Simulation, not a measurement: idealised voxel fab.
Herein follows the process module entitled voxel released beams.
Shown is cross-section cut, with a width of 295 nm and square cells of size 5 nm.
We lay out every cross-section as a grid of square cells and spell it out in bands from the top down, where one band means one or more rows of cells.
For a band, the entry starts with two heights in nm, that of the top and then that of the bottom, and carries on with the band's materials in order from left to right, each alongside its width in nm; the word "edge to edge" beside a single material means it fills the band edge to edge, and "air" means empty space.
Height is counted from the level 0, under which the received wafer is composed throughout of one material. The lowest of the bands is not closed at the bottom but continues downward, in the notation "from 0 down".
Width: "30->40" (first number = top row, second number = bottom row, same change from row to row of cells).
Step marked "remains unaltered"? Then no cell in the cross-section changed in it.
Listed in "Completely enclosed voids": every empty space of 8 or more cells without an open way to the top. Form: width x height at distance, the distance being from the left edge, all in nm.
Formally, on a step line, whatever follows the settings is a remark that the simulator itself makes on the step.
When a step includes a mask, the "overlay nm" setting on its line states how far to the right of its planned place that mask lay, and negative values state how far to the left.
STEPS IN THE PROCESS PLAN
1) RECEIVE,material Si
2) CONFORMAL_DEP,material Al2O3,thk nm 5
3) DIRECTIONAL_DEP,material SiO2,thk nm 10
4) MASKED_ETCH,tone open,mask id ANCHOR,width nm 35,etch materials SiO2,depth nm 10,overlay nm 0
5) CONFORMAL_DEP,material W,thk nm 10
6) MASKED_ETCH,tone cover,mask id BEAM,width nm 105,etch materials W,depth nm 10,overlay nm 0
7) STRIP,etch materials SiO2
CROSS-SECTION OF THE INCOMING WAFER, STATE AFTER STEP 1
from 0 down  Si edge to edge
Completely enclosed voids: none
FINAL WAFER PROFILE IN CROSS-SECTION AFTER THE MODULE, FROM THE SAME START AND PLAN AS ABOVE, WITH ONE MISTAKE MADE DURING PROCESSING
from 20 to 10  air 90 nm, then W 15 nm, then air 15 nm, then W 75 nm, then air 100 nm
from 10 to 0  air 95 nm, then W 35 nm, then air 165 nm
from 0 down  Si edge to edge
Completely enclosed voids: none
The plan and the run diverged here: no execution of plan step 2; skipped
